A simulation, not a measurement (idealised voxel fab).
The process module that follows is named voxel air gaps.
175 nm wide, 5 nm square cells: that's cross-section cut.
Format of a cross-section: grid, square cells. Given as bands. Order: top down. Band: one or more rows of cells. Band: top height; bottom height; in nm. Then, left to right: material with width in nm, for each material. "everywhere": a single material spanning edge to edge. "blank": empty space. Height reference: 0 = level under which incoming wafer is all one material. Lowest band: no bottom, runs on downward, e.g. "z 0 and below". A width given as "30->40" starts at the first number in the band's top row and ends at the second number in its bottom row, shifting by an equal amount at every step from row to row. The designation "remains unaltered", where it is given for a processing step, indicates that no cell of the cross-section was altered in the course of that step. Under "Enclosed cavity list" you'll find the enclosed gaps, the ones with no way out to the top, that are 8 cells or bigger; each reads width x height at distance, with distance counted from the left edge, everything in nm. Anything after a step's settings on that line? It's the simulator's own note about the step. A step line may carry the setting "overlay nm", which, for steps involving a mask, states the distance by which the mask lay to the right of its intended position; negative values denote displacement to the left.

Steps planned for the process
1,RECEIVE,material Si
2,CONFORMAL_DEP,material SiO2,thk nm 10
3,CONFORMAL_DEP,material SiN,thk nm 5
4,DIRECTIONAL_DEP,material lowk,thk nm 40
5,PATTERN,tone open,mask id LINES,material resist,width nm 20,pitch nm 45,thk nm 20,overlay nm 0
6,DIRECTIONAL_ETCH,etch materials lowk,depth nm 40
7,STRIP,etch materials resist
8,CONFORMAL_DEP,material TiN,thk nm 5
9,FILL_DEP,material Cu,thk nm 10
10,CMP,height nm 55
11,EPI,material Ru,thk nm 10
12,SELECTIVE_ETCH,etch materials lowk,depth nm 50
13,CONFORMAL_DEP,material SiN,thk nm 5

The cross-section here shows the wafer as received, i.e. in its state after step 1
	z 0 and below  Si everywhere
	Enclosed cavity list: none

The plan above was carried out on the starting structure above with one mistake, and this cross-section shows the wafer at the end of the module
	z 65 to 55  blank 20 nm / Ru 40 nm / blank 5 nm / Ru 40 nm / blank 5 nm / Ru 40 nm / blank 25 nm
	z 55 to 20  blank 30 nm / TiN 5 nm / Cu 10 nm / TiN 5 nm / blank 25 nm / TiN 5 nm / Cu 10 nm / TiN 5 nm / blank 25 nm / TiN 5 nm / Cu 10 nm / TiN 5 nm / blank 35 nm
	z 20 to 15  blank 30 nm / TiN 20 nm / blank 25 nm / TiN 20 nm / blank 25 nm / TiN 20 nm / blank 35 nm
	z 15 to 10  SiN everywhere
	z 10 to 0  SiO2 everywhere
	z 0 and below  Si everywhere
	Enclosed cavity list: none
In executing the process, a mistake was made relative to the plan: the run left out plan step 13 entirely, so it was never executed
